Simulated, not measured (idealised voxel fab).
A process module follows: voxel transistor to metal.
It is cross-section cut that appears here, measuring 270 nm in width, its square cells being 5 nm in size.
Cross-section layout: square cells on a grid; listed as bands, top to bottom; a band spans one or more cell rows. Per band: top height and bottom height in nm, followed by the left-to-right materials and their widths in nm; "everywhere" marks a single material spanning edge to edge, "blank" marks empty space. It should be noted that heights are counted from 0, beneath which the wafer as supplied is of one material throughout, and that the lowest band possesses no lower boundary but continues downward, as written in "0 nm and below". When a width is written as two numbers, as in "30->40", the first number is the width in the top row of cells of the band and the second is the width in its bottom row, and the width changes by the same amount from each row to the next. Step note "all unchanged" = no cross-section cell changed. "Enclosed void inventory": sealed empty spaces, 8 cells or more, no open way to top, listed width x height at distance, with distance from the left edge and width, height and distance in nm. That trailing text on a step's line, after the settings, is the simulator's own remark on the step. The optional step-line setting "overlay nm" applies to steps with a mask and quantifies how far to the right of its planned location the mask lay, a negative value indicating leftward placement.

# Below is the list of planned process steps
1,RECEIVE, material Si
2,OXIDIZE, depth nm 5
3,CONFORMAL_DEP, material SiN, thk nm 15
4,DIRECTIONAL_DEP, material aC, thk nm 10
5,PATTERN, tone cover, mask id ACTIVE, material resist, width nm 105, pitch nm 135, thk nm 30, overlay nm 0
6,DIRECTIONAL_ETCH, etch materials aC, depth nm 10
7,STRIP, etch materials resist
8,DIRECTIONAL_ETCH, etch materials SiN, depth nm 15
9,DIRECTIONAL_ETCH, etch materials SiO2, depth nm 5
10,DIRECTIONAL_ETCH, etch materials Si, depth nm 35
11,STRIP, etch materials aC
12,OXIDIZE, depth nm 5
13,FILL_DEP, material SiO2, thk nm 15
14,CMP, height nm 15
15,SELECTIVE_ETCH, etch materials SiO2, depth nm 15
16,STRIP, etch materials SiN
17,SELECTIVE_ETCH, etch materials SiO2, depth nm 5
18,OXIDIZE, depth nm 5
19,DIRECTIONAL_DEP, material polySi, thk nm 25
20,DIRECTIONAL_DEP, material SiCN, thk nm 10
21,PATTERN, tone cover, mask id GATE, material resist, width nm 25, pitch nm 135, thk nm 15, overlay nm 0
22,DIRECTIONAL_ETCH, etch materials SiCN, depth nm 20
23,DIRECTIONAL_ETCH, etch materials polySi, depth nm 35
24,STRIP, etch materials resist
25,CONFORMAL_DEP, material SiO2, thk nm 5
26,DIRECTIONAL_ETCH, etch materials SiO2, depth nm 5
27,CONFORMAL_DEP, material SiN, thk nm 5
28,DIRECTIONAL_ETCH, etch materials SiN, depth nm 5
29,DIRECTIONAL_ETCH, etch materials SiO2, depth nm 5
30,DIRECTIONAL_ETCH, etch materials Si, depth nm 10
31,EPI, material pSi, thk nm 15
32,FILL_DEP, material SiO2, thk nm 5
33,CMP, height nm 30
34,DIRECTIONAL_DEP, material SiO2, thk nm 10
35,MASKED_ETCH, tone open, mask id CONTACT, width nm 15, etch materials SiO2, depth nm 45, overlay nm 0
36,CONFORMAL_DEP, material TiN, thk nm 5
37,FILL_DEP, material W, thk nm 10
38,CMP, height nm 40
39,DIRECTIONAL_DEP, material TiN, thk nm 5
40,DIRECTIONAL_DEP, material W, thk nm 25
41,PATTERN, tone cover, mask id METAL_1, material resist, width nm 15, thk nm 20, overlay nm 0
42,DIRECTIONAL_ETCH, etch materials W, depth nm 25
43,DIRECTIONAL_ETCH, etch materials TiN, depth nm 5
44,STRIP, etch materials resist
45,CONFORMAL_DEP, material SiCN, thk nm 5
46,FILL_DEP, material SiO2, thk nm 5
47,CMP, height nm 70
48,CONFORMAL_DEP, material SiCN, thk nm 5

# Cross-section of the wafer at receipt, which is the condition after step 1
* 0 nm and below | Si everywhere
* Enclosed void inventory: none

# Cross-sectional result after module completion. Note: starting condition and plan are unchanged from above; one processing mistake was made
* 75 nm to 70 nm | SiCN everywhere
* 70 nm to 45 nm | 10 of SiO2 / 5 of SiCN / 15 of W / 5 of SiCN / 55 of SiO2 / 5 of SiCN / 15 of W / 5 of SiCN / 30 of SiO2 / 5 of SiCN / 15 of W / 5 of SiCN / 55 of SiO2 / 5 of SiCN / 15 of W / 5 of SiCN / 20 of SiO2
* 45 nm to 40 nm | 15 of SiCN / 15 of TiN / 65 of SiCN / 15 of TiN / 40 of SiCN / 15 of TiN / 65 of SiCN / 15 of TiN / 25 of SiCN
* 40 nm to 30 nm | 20 of SiO2 / 5 of TiN / 5 of W / 5 of TiN / 65 of SiO2 / 5 of TiN / 5 of W / 5 of TiN / 40 of SiO2 / 5 of TiN / 5 of W / 5 of TiN / 65 of SiO2 / 5 of TiN / 5 of W / 5 of TiN / 20 of SiO2
* 30 nm to 20 nm | 20 of SiO2 / 5 of TiN / 5 of W / 5 of TiN / 10 of SiO2 / 5 of SiN / 5 of SiO2 / 25 of SiCN / 5 of SiO2 / 5 of SiN / 10 of SiO2 / 5 of TiN / 5 of W / 5 of TiN / 40 of SiO2 / 5 of TiN / 5 of W / 5 of TiN / 10 of SiO2 / 5 of SiN / 5 of SiO2 / 25 of SiCN / 5 of SiO2 / 5 of SiN / 10 of SiO2 / 5 of TiN / 5 of W / 5 of TiN / 20 of SiO2
* 20 nm to 10 nm | 20 of SiO2 / 5 of TiN / 5 of W / 5 of TiN / 10 of SiO2 / 5 of SiN / 5 of SiO2 / 25 of polySi / 5 of SiO2 / 5 of SiN / 10 of SiO2 / 5 of TiN / 5 of W / 5 of TiN / 40 of SiO2 / 5 of TiN / 5 of W / 5 of TiN / 10 of SiO2 / 5 of SiN / 5 of SiO2 / 25 of polySi / 5 of SiO2 / 5 of SiN / 10 of SiO2 / 5 of TiN / 5 of W / 5 of TiN / 20 of SiO2
* 10 nm to 5 nm | 20 of SiO2 / 15 of TiN / 10 of SiO2 / 5 of SiN / 5 of SiO2 / 25 of polySi / 5 of SiO2 / 5 of SiN / 10 of SiO2 / 15 of TiN / 40 of SiO2 / 15 of TiN / 10 of SiO2 / 5 of SiN / 5 of SiO2 / 25 of polySi / 5 of SiO2 / 5 of SiN / 10 of SiO2 / 15 of TiN / 20 of SiO2
* 5 nm to -5 nm | 20 of SiO2 / 10 of TiN / 15 of pSi / 5 of SiN / 5 of SiO2 / 25 of polySi / 5 of SiO2 / 5 of SiN / 15 of pSi / 10 of TiN / 40 of SiO2 / 10 of TiN / 15 of pSi / 5 of SiN / 5 of SiO2 / 25 of polySi / 5 of SiO2 / 5 of SiN / 15 of pSi / 10 of TiN / 20 of SiO2
* -5 nm to -10 nm | 15 of SiO2 / 30 of pSi / 45 of SiO2 / 30 of pSi / 30 of SiO2 / 30 of pSi / 45 of SiO2 / 30 of pSi / 15 of SiO2
* -10 nm to -20 nm | 20 of SiO2 / 25 of pSi / 45 of Si / 25 of pSi / 40 of SiO2 / 25 of pSi / 45 of Si / 25 of pSi / 20 of SiO2
* -20 nm to -45 nm | 20 of SiO2 / 95 of Si / 40 of SiO2 / 95 of Si / 20 of SiO2
* -45 nm and below | Si everywhere
* Enclosed void inventory: none
Misprocessing identified: it should be noted that step 41 was executed with settings other than those planned, the operation and settings actually applied being PATTERN, tone cover, mask id METAL_1, material resist, width nm 15, thk nm 20, overlay nm -5
